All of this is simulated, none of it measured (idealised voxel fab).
A process module follows: voxel trench capacitor.
Cross-section cut spans 220 nm and uses square cells 5 nm in size.
Cross-section layout: square cells on a grid; listed as bands, top to bottom; a band spans one or more cell rows.
Band: top height; bottom height; in nm. Then, left to right: material with width in nm, for each material. "all across": a single material spanning edge to edge. "empty": empty space.
All heights in this document are referenced to 0, defined as the level beneath which the wafer, as received, consists entirely of one material. The lowest band is not bounded below; it extends indefinitely downward and is written in the form "0..down".
The two numbers in a width such as "30 to 40" mark its ends across the band: the first belongs to the top row of cells, the second to the bottom row, and from each row to the next the width moves by the same amount.
"no change" (step): cross-section cells unchanged, all of them.
The list in "Enclosed void inventory" covers empty spaces of 8 cells or more that cannot reach the top through any open way, and it gives each as width x height at distance; the distance is from the left edge, and width, height and distance are in nm.
On a step's line, text after the settings is the simulator commenting on that step.
When a step includes a mask, the "overlay nm" setting on its line states how far to the right of its planned place that mask lay, and negative values state how far to the left.

**Process steps (planned)**
step 1: RECEIVE, material Si
step 2: CONFORMAL_DEP, material SiN, thk nm 5
step 3: DIRECTIONAL_DEP, material aC, thk nm 10
step 4: PATTERN, tone open, mask id TRENCH, material resist, width nm 15, pitch nm 40, thk nm 30, overlay nm 0
step 5: DIRECTIONAL_ETCH, etch materials aC, depth nm 10
step 6: STRIP, etch materials resist
step 7: DIRECTIONAL_ETCH, etch materials SiN, depth nm 5
step 8: DIRECTIONAL_ETCH, etch materials Si, depth nm 25
step 9: STRIP, etch materials aC
step 10: CONFORMAL_DEP, material SiO2, thk nm 5
step 11: FILL_DEP, material polySi, thk nm 5
step 12: CMP, height nm 5

**As-received state of the wafer in cross-section, equivalent to post-step 1**
0..down | Si all across
Enclosed void inventory: none

**Cross-section, first of two wafers, end of module, run as planned**
5..0 | SiN=60 | SiO2=5 | polySi=5 | SiO2=5 | SiN=25 | SiO2=5 | polySi=5 | SiO2=5 | SiN=25 | SiO2=5 | polySi=5 | SiO2=5 | SiN=65
0..-20 | Si=60 | SiO2=5 | polySi=5 | SiO2=5 | Si=25 | SiO2=5 | polySi=5 | SiO2=5 | Si=25 | SiO2=5 | polySi=5 | SiO2=5 | Si=65
-20..-25 | Si=60 | SiO2=15 | Si=25 | SiO2=15 | Si=25 | SiO2=15 | Si=65
-25..down | Si all across
Enclosed void inventory: none

**Here is the second of the two wafers cut open at the end of the module - same start, same plan as the first one, but we made one mistake running it**
5..0 | SiN=50 | SiO2=5 | polySi=5 | SiO2=5 | SiN=25 | SiO2=5 | polySi=5 | SiO2=5 | SiN=25 | SiO2=5 | polySi=5 | SiO2=5 | SiN=75
0..-20 | Si=50 | SiO2=5 | polySi=5 | SiO2=5 | Si=25 | SiO2=5 | polySi=5 | SiO2=5 | Si=25 | SiO2=5 | polySi=5 | SiO2=5 | Si=75
-20..-25 | Si=50 | SiO2=15 | Si=25 | SiO2=15 | Si=25 | SiO2=15 | Si=75
-25..down | Si all across
Enclosed void inventory: none
The mistake made against the process plan was this: step 4 ran as: PATTERN, tone open, mask id TRENCH, material resist, width nm 15, pitch nm 40, thk nm 30, overlay nm -10
If you tally the cells, the second wafer ends up with the same amount of every material as the first; it's all just sitting in different places.
